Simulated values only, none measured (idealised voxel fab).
process module | voxel lift off
cross-section cut | 285 nm wide | cells 5 nm
A cross-section is a grid of square cells, given in bands from the top down. A band is one or more rows of cells.
Each band's line starts with the height of the band's top and of its bottom, in nm. Then come its materials from left to right, each with its width in nm. One material with "throughout" fills the band from edge to edge. "air" is empty space.
Height 0 is the level under which the wafer as received is all one material. The lowest band goes on downwards, as in "0 down".
A width such as "30 to 40" changes by the same amount from each row of cells to the next, from the band's top row to its bottom row.
"no change" after a step means that no cell of the cross-section changed.
closed voids: empty space of 8 cells or more with no open way to the top, each as width x height at its distance from the left edge, in nm
after a step's settings: what the simulator itself notes on the step
overlay nm, on a step with a mask: how far to the right of its planned place the mask lay; to the left if negative
plan
1 op RECEIVE | material Si
2 op CONFORMAL_DEP | material SiO2 | thk nm 5
3 op PATTERN | tone open | mask id LINES | material resist | width nm 15 | pitch nm 30 | thk nm 20 | overlay nm 0
4 op DIRECTIONAL_DEP | material Ru | thk nm 10
5 op STRIP | etch materials resist
6 op CONFORMAL_DEP | material SiO2 | thk nm 5
as received, after step 1
  0 down: Si throughout
  closed voids: none
a wafer at the end: this start, this plan, one mistake
  20 to 15: air 105 | SiO2 25 | air 5 | SiO2 25 | air 5 | SiO2 25 | air 95
  15 to 10: air 105 | SiO2 5 | Ru 15 | SiO2 5 | air 5 | SiO2 5 | Ru 15 | SiO2 5 | air 5 | SiO2 5 | Ru 15 | SiO2 5 | air 95
  10 to 5: SiO2 110 | Ru 15 | SiO2 15 | Ru 15 | SiO2 15 | Ru 15 | SiO2 100
  5 to 0: SiO2 throughout
  0 down: Si throughout
  closed voids: none
what went wrong: step 3 ran as: op PATTERN | tone open | mask id LINES | material resist | width nm 15 | pitch nm 30 | thk nm 20 | overlay nm 5
